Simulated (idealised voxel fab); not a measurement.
process module | voxel ribs on slabs
cross-section cut | 175 nm wide | cells 5 nm
A cross-section is a grid of square cells, given in bands from the top down. A band is one or more rows of cells.
Each band's line starts with the height of the band's top and of its bottom, in nm. Then come its materials from left to right, each with its width in nm. One material with "throughout" fills the band from edge to edge. "air" is empty space.
Height 0 is the level under which the wafer as received is all one material. The lowest band goes on downwards, as in "0 down".
A width such as "30 to 40" changes by the same amount from each row of cells to the next, from the band's top row to its bottom row.
"no change" after a step means that no cell of the cross-section changed.
closed voids: empty space of 8 cells or more with no open way to the top, each as width x height at its distance from the left edge, in nm
after a step's settings: what the simulator itself notes on the step
overlay nm, on a step with a mask: how far to the right of its planned place the mask lay; to the left if negative
plan
1 op RECEIVE | material Si
2 op DIRECTIONAL_DEP | material SiO2 | thk nm 20
3 op DIRECTIONAL_DEP | material SiN | thk nm 15
4 op MASKED_ETCH | tone cover | mask id RIB | width nm 25 | etch materials SiN | depth nm 5 | overlay nm 0
5 op MASKED_ETCH | tone cover | mask id SLAB | width nm 55 | etch materials SiN | depth nm 10 | overlay nm 0
6 op FILL_DEP | material SiO2 | thk nm 15
7 op CMP | height nm 45
8 op DIRECTIONAL_DEP | material W | thk nm 10
9 op PATTERN | tone cover | mask id HEATER | material resist | width nm 35 | thk nm 15 | overlay nm 0
10 op DIRECTIONAL_ETCH | etch materials W | depth nm 10
11 op STRIP | etch materials resist
12 op CONFORMAL_DEP | material SiN | thk nm 10
as received, after step 1
  0 down: Si throughout
  closed voids: none
first wafer at the end, as planned
  65 to 55: air 60 | SiN 55 | air 60
  55 to 45: SiN 70 | W 35 | SiN 70
  45 to 35: SiO2 throughout
  35 to 30: SiO2 75 | SiN 25 | SiO2 75
  30 to 20: SiO2 60 | SiN 55 | SiO2 60
  20 to 0: SiO2 throughout
  0 down: Si throughout
  closed voids: none
second wafer at the end: like start, like plan, one mistake
  65 to 55: air 60 | SiN 55 | air 60
  55 to 45: SiN 70 | W 35 | SiN 70
  45 to 35: SiO2 throughout
  35 to 25: SiO2 75 to 60 | SiN 25 to 55 | SiO2 75 to 60
  25 to 20: SiN throughout
  20 to 0: SiO2 throughout
  0 down: Si throughout
  closed voids: none
what went wrong: step 5 ran as: op MASKED_ETCH | tone cover | mask id SLAB | width nm 55 | etch materials SiN | depth nm 5 | overlay nm 0
at the end the second wafer has, in cells: 24 more of SiN | 24 fewer of SiO2
